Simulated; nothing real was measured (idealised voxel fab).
This section sets out a process module, namely voxel fin reveal.
Cross-sectional view cut (width: 230 nm; square cell size: 5 nm).
Cross-sections here: square-cell grids, written as top-down lists of bands, a band being one or more rows of cells.
A band entry consists of two parts. The first gives the height of the band's top and the height of its bottom, in nm. The rest lists the band's materials from left to right, each with its width in nm. A single material labelled with the word "edge to edge" fills the band from edge to edge, and the word "empty" marks empty space.
Below 0: as-received wafer, all one material; heights counted from there. Lowest band: no bottom, goes on down, written "0 nm and below".
Note: "30->40" means the width goes from the first number (top row of the band) to the second number (bottom row) in equal steps per row of cells.
It should be understood that the words "no alterations made", when stated for a given step, signify that the cross-section underwent no change in any of its cells during that step.
Enclosed voids (no open way to top), threshold 8 cells or more, entry "Closed cavities", notation width x height at distance, distance from left edge, nm.
That trailing text on a step's line, after the settings, is the simulator's own remark on the step.
overlay nm: step with mask; distance mask lay right of planned place; negative value = left of planned place.
**Planned process steps**
1. RECEIVE | material Si
2. CONFORMAL_DEP | material SiN | thk nm 5
3. DIRECTIONAL_DEP | material aC | thk nm 15
4. PATTERN | tone cover | mask id FINS | material resist | width nm 15 | pitch nm 35 | thk nm 35 | overlay nm 0
5. DIRECTIONAL_ETCH | etch materials aC | depth nm 15
6. STRIP | etch materials resist
7. DIRECTIONAL_ETCH | etch materials SiN | depth nm 5
8. DIRECTIONAL_ETCH | etch materials Si | depth nm 30
9. STRIP | etch materials aC
10. FILL_DEP | material SiO2 | thk nm 10
11. CMP | height nm 5
12. SELECTIVE_ETCH | etch materials SiO2 | depth nm 25
13. STRIP | etch materials SiN
14. CONFORMAL_DEP | material HfO2 | thk nm 5
**First of two wafers: run as planned**
**Received-state cross-section, reflecting completion of step 1**
    0 nm and below  Si edge to edge
    Closed cavities: none
**Step 2 done - wafer cross-section**
    5 nm to 0 nm  SiN edge to edge
    Below 0, the layers are the same as they were.
**Step 3 done - wafer cross-section**
    20 nm to 5 nm  aC edge to edge
    Below 5, the layers are the same as they were.
**Step 4 done - wafer cross-section**
    55 nm to 20 nm  empty (70)  resist (15)  empty (20)  resist (15)  empty (20)  resist (15)  empty (75)
    Below 20, the layers are the same as they were.
**Step 5 done - wafer cross-section**
    40 nm to 20 nm  empty (70)  resist (15)  empty (20)  resist (15)  empty (20)  resist (15)  empty (75)
    20 nm to 5 nm  empty (70)  aC (15)  empty (20)  aC (15)  empty (20)  aC (15)  empty (75)
    Below 5, the layers are the same as they were.
**Step 6 done - wafer cross-section**
    20 nm to 5 nm  empty (70)  aC (15)  empty (20)  aC (15)  empty (20)  aC (15)  empty (75)
    Below 5, the layers are the same as they were.
**Step 7 done - wafer cross-section**
    20 nm to 5 nm  empty (70)  aC (15)  empty (20)  aC (15)  empty (20)  aC (15)  empty (75)
    5 nm to 0 nm  empty (70)  SiN (15)  empty (20)  SiN (15)  empty (20)  SiN (15)  empty (75)
    Below 0, the layers are the same as they were.
**Step 8 done - wafer cross-section**
    20 nm to 5 nm  empty (70)  aC (15)  empty (20)  aC (15)  empty (20)  aC (15)  empty (75)
    5 nm to 0 nm  empty (70)  SiN (15)  empty (20)  SiN (15)  empty (20)  SiN (15)  empty (75)
    0 nm to -30 nm  empty (70)  Si (15)  empty (20)  Si (15)  empty (20)  Si (15)  empty (75)
    Below -30, the layers are the same as they were.
**Step 9 done - wafer cross-section**
    5 nm to 0 nm  empty (70)  SiN (15)  empty (20)  SiN (15)  empty (20)  SiN (15)  empty (75)
    Below 0, the layers are the same as they were.
**Step 10 done - wafer cross-section**
    15 nm to 5 nm  SiO2 edge to edge
    5 nm to 0 nm  SiO2 (70)  SiN (15)  SiO2 (20)  SiN (15)  SiO2 (20)  SiN (15)  SiO2 (75)
    0 nm to -30 nm  SiO2 (70)  Si (15)  SiO2 (20)  Si (15)  SiO2 (20)  Si (15)  SiO2 (75)
    Below -30, the layers are the same as they were.
**Step 11 done - wafer cross-section**
    5 nm to 0 nm  SiO2 (70)  SiN (15)  SiO2 (20)  SiN (15)  SiO2 (20)  SiN (15)  SiO2 (75)
    Below 0, the layers are the same as they were.
**Step 12 done - wafer cross-section**
    5 nm to 0 nm  empty (70)  SiN (15)  empty (20)  SiN (15)  empty (20)  SiN (15)  empty (75)
    0 nm to -20 nm  empty (70)  Si (15)  empty (20)  Si (15)  empty (20)  Si (15)  empty (75)
    Below -20, the layers are the same as they were.
**Step 13 done - wafer cross-section**
    0 nm to -20 nm  empty (70)  Si (15)  empty (20)  Si (15)  empty (20)  Si (15)  empty (75)
    Below -20, the layers are the same as they were.
**Step 14 done - wafer cross-section**
    5 nm to 0 nm  empty (65)  HfO2 (25)  empty (10)  HfO2 (25)  empty (10)  HfO2 (25)  empty (70)
    0 nm to -15 nm  empty (65)  HfO2 (5)  Si (15)  HfO2 (5)  empty (10)  HfO2 (5)  Si (15)  HfO2 (5)  empty (10)  HfO2 (5)  Si (15)  HfO2 (5)  empty (70)
    -15 nm to -20 nm  HfO2 (70)  Si (15)  HfO2 (20)  Si (15)  HfO2 (20)  Si (15)  HfO2 (75)
    Below -20, the layers are the same as they were.
**Second wafer - shared start and plan with the first - one error in running - same as the first up to step 3 inclusive**
**X-section, second wafer, when step 4 was due to finish**
    55 nm to 20 nm  empty (65)  resist (15)  empty (20)  resist (15)  empty (20)  resist (15)  empty (80)
    Below 20, the layers are the same as they were.
**X-section, second wafer, when step 5 was due to finish**
    40 nm to 20 nm  empty (65)  resist (15)  empty (20)  resist (15)  empty (20)  resist (15)  empty (80)
    20 nm to 5 nm  empty (65)  aC (15)  empty (20)  aC (15)  empty (20)  aC (15)  empty (80)
    Below 5, the layers are the same as they were.
**X-section, second wafer, when step 6 was due to finish**
    20 nm to 5 nm  empty (65)  aC (15)  empty (20)  aC (15)  empty (20)  aC (15)  empty (80)
    Below 5, the layers are the same as they were.
**X-section, second wafer, when step 7 was due to finish**
    20 nm to 5 nm  empty (65)  aC (15)  empty (20)  aC (15)  empty (20)  aC (15)  empty (80)
    5 nm to 0 nm  empty (65)  SiN (15)  empty (20)  SiN (15)  empty (20)  SiN (15)  empty (80)
    Below 0, the layers are the same as they were.
**X-section, second wafer, when step 8 was due to finish**
    20 nm to 5 nm  empty (65)  aC (15)  empty (20)  aC (15)  empty (20)  aC (15)  empty (80)
    5 nm to 0 nm  empty (65)  SiN (15)  empty (20)  SiN (15)  empty (20)  SiN (15)  empty (80)
    0 nm to -30 nm  empty (65)  Si (15)  empty (20)  Si (15)  empty (20)  Si (15)  empty (80)
    Below -30, the layers are the same as they were.
**X-section, second wafer, when step 9 was due to finish**
    5 nm to 0 nm  empty (65)  SiN (15)  empty (20)  SiN (15)  empty (20)  SiN (15)  empty (80)
    Below 0, the layers are the same as they were.
**X-section, second wafer, when step 10 was due to finish**
    15 nm to 5 nm  SiO2 edge to edge
    5 nm to 0 nm  SiO2 (65)  SiN (15)  SiO2 (20)  SiN (15)  SiO2 (20)  SiN (15)  SiO2 (80)
    0 nm to -30 nm  SiO2 (65)  Si (15)  SiO2 (20)  Si (15)  SiO2 (20)  Si (15)  SiO2 (80)
    Below -30, the layers are the same as they were.
**X-section, second wafer, when step 11 was due to finish**
    5 nm to 0 nm  SiO2 (65)  SiN (15)  SiO2 (20)  SiN (15)  SiO2 (20)  SiN (15)  SiO2 (80)
    Below 0, the layers are the same as they were.
**X-section, second wafer, when step 12 was due to finish**
    5 nm to 0 nm  empty (65)  SiN (15)  empty (20)  SiN (15)  empty (20)  SiN (15)  empty (80)
    0 nm to -20 nm  empty (65)  Si (15)  empty (20)  Si (15)  empty (20)  Si (15)  empty (80)
    Below -20, the layers are the same as they were.
**X-section, second wafer, when step 13 was due to finish**
    0 nm to -20 nm  empty (65)  Si (15)  empty (20)  Si (15)  empty (20)  Si (15)  empty (80)
    Below -20, the layers are the same as they were.
**X-section, second wafer, when step 14 was due to finish**
    5 nm to 0 nm  empty (60)  HfO2 (25)  empty (10)  HfO2 (25)  empty (10)  HfO2 (25)  empty (75)
    0 nm to -15 nm  empty (60)  HfO2 (5)  Si (15)  HfO2 (5)  empty (10)  HfO2 (5)  Si (15)  HfO2 (5)  empty (10)  HfO2 (5)  Si (15)  HfO2 (5)  empty (75)
    -15 nm to -20 nm  HfO2 (65)  Si (15)  HfO2 (20)  Si (15)  HfO2 (20)  Si (15)  HfO2 (80)
    Below -20, the layers are the same as they were.
The plan and the run diverged here: step 4 went in with a setting other than planned; the actual run was PATTERN | tone cover | mask id FINS | material resist | width nm 15 | pitch nm 35 | thk nm 35 | overlay nm -5
Heads up: at the end the two wafers have identical cell counts per material, they're just laid out differently.
